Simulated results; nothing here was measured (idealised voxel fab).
process module | voxel wiring stack
cross-section cut | 285 nm wide | cells 5 nm
A cross-section is a grid of square cells, given in bands from the top down. A band is one or more rows of cells.
Each band's line starts with the height of the band's top and of its bottom, in nm. Then come its materials from left to right, each with its width in nm. One material with "throughout" fills the band from edge to edge. "air" is empty space.
Height 0 is the level under which the wafer as received is all one material. The lowest band goes on downwards, as in "0 down".
A width such as "30 to 40" changes by the same amount from each row of cells to the next, from the band's top row to its bottom row.
"no change" after a step means that no cell of the cross-section changed.
closed voids: empty space of 8 cells or more with no open way to the top, each as width x height at its distance from the left edge, in nm
after a step's settings: what the simulator itself notes on the step
overlay nm, on a step with a mask: how far to the right of its planned place the mask lay; to the left if negative
plan
1 op RECEIVE | material Si
2 op CONFORMAL_DEP | material SiO2 | thk nm 15
3 op CONFORMAL_DEP | material SiCN | thk nm 5
4 op DIRECTIONAL_DEP | material SiO2 | thk nm 25
5 op PATTERN | tone open | mask id METAL_1 | material resist | width nm 25 | pitch nm 45 | thk nm 20 | overlay nm 0
6 op DIRECTIONAL_ETCH | etch materials SiO2 | depth nm 25
7 op DIRECTIONAL_ETCH | etch materials SiCN | depth nm 5
8 op STRIP | etch materials resist
9 op CONFORMAL_DEP | material TiN | thk nm 5
10 op FILL_DEP | material Cu | thk nm 10
11 op CMP | height nm 45
12 op CONFORMAL_DEP | material SiCN | thk nm 5
13 op DIRECTIONAL_DEP | material lowk | thk nm 35
14 op PATTERN | tone open | mask id METAL_2 | material resist | width nm 25 | pitch nm 45 | thk nm 15 | overlay nm 0
15 op DIRECTIONAL_ETCH | etch materials lowk | depth nm 20
16 op STRIP | etch materials resist
17 op MASKED_ETCH | tone open | mask id METAL_2_HOLES | width nm 15 | etch materials lowk | depth nm 15 | overlay nm 0
18 op MASKED_ETCH | tone open | mask id METAL_2_HOLES | width nm 15 | etch materials SiCN | depth nm 5 | overlay nm 0
19 op CONFORMAL_DEP | material TiN | thk nm 5
20 op FILL_DEP | material Ru | thk nm 10
21 op CMP | height nm 85
22 op CONFORMAL_DEP | material SiN | thk nm 5
as received, after step 1
  0 down: Si throughout
  closed voids: none
a wafer at the end: this start, this plan, one mistake
  100 to 95: SiN throughout
  95 to 90: Ru throughout
  90 to 85: TiN 110 | Ru 15 | TiN 30 | Ru 15 | TiN 115
  85 to 70: lowk 105 | TiN 5 | Ru 15 | TiN 5 | lowk 20 | TiN 5 | Ru 15 | TiN 5 | lowk 110
  70 to 65: lowk 105 | TiN 5 | Ru 5 | TiN 15 | lowk 20 | TiN 25 | lowk 110
  65 to 50: lowk 105 | TiN 5 | Ru 5 | TiN 5 | lowk 165
  50 to 45: SiCN 105 | TiN 15 | SiCN 165
  45 to 20: SiO2 105 | TiN 5 | Cu 15 | TiN 5 | SiO2 20 | TiN 5 | Cu 15 | TiN 5 | SiO2 110
  20 to 15: SiCN 105 | TiN 25 | SiCN 20 | TiN 25 | SiCN 110
  15 to 0: SiO2 throughout
  0 down: Si throughout
  closed voids: none
what went wrong: step 21 ran as: op CMP | height nm 95
